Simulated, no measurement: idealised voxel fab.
process module | voxel local oxidation
cross-section cut | 175 nm wide | cells 5 nm
A cross-section is a grid of square cells, given in bands from the top down. A band is one or more rows of cells.
Each band's line starts with the height of the band's top and of its bottom, in nm. Then come its materials from left to right, each with its width in nm. One material with "throughout" fills the band from edge to edge. "air" is empty space.
Height 0 is the level under which the wafer as received is all one material. The lowest band goes on downwards, as in "0 down".
A width such as "30 to 40" changes by the same amount from each row of cells to the next, from the band's top row to its bottom row.
"no change" after a step means that no cell of the cross-section changed.
closed voids: empty space of 8 cells or more with no open way to the top, each as width x height at its distance from the left edge, in nm
after a step's settings: what the simulator itself notes on the step
overlay nm, on a step with a mask: how far to the right of its planned place the mask lay; to the left if negative
plan
1 op RECEIVE | material Si
2 op OXIDIZE | depth nm 5
3 op CONFORMAL_DEP | material SiN | thk nm 15
4 op PATTERN | tone cover | mask id ACTIVE | material resist | width nm 100 | thk nm 15 | overlay nm 0
5 op DIRECTIONAL_ETCH | etch materials SiN | depth nm 15
6 op STRIP | etch materials resist
7 op SELECTIVE_ETCH | etch materials SiO2 | depth nm 5
8 op OXIDIZE | depth nm 10
9 op STRIP | etch materials SiN
varied across the wafers: depth nm of step 2. The plan shows the first wafer's value. All wafers start alike
first wafer as received, after step 1
  0 down: Si throughout
  closed voids: none
first wafer at the end, after step 9
  0 to -5: air 40 | SiO2 90 | air 45
  -5 to -15: SiO2 50 | Si 70 | SiO2 55
  -15 down: Si throughout
  closed voids: none
last wafer at the end
  0 to -5: air 40 | SiO2 90 | air 45
  -5 to -20: SiO2 throughout
  -20 down: Si throughout
  closed voids: none
each wafer at the end: cells of each material gained (+) or lost (-) since it was received, then its closed voids
depth nm 5 | -77 Si | +60 SiO2 | closed voids: none
depth nm 10 | -70 Si | +53 SiO2 | closed voids: none
depth nm 15 | -105 Si | +88 SiO2 | closed voids: none
depth nm 20 | -140 Si | +123 SiO2 | closed voids: none
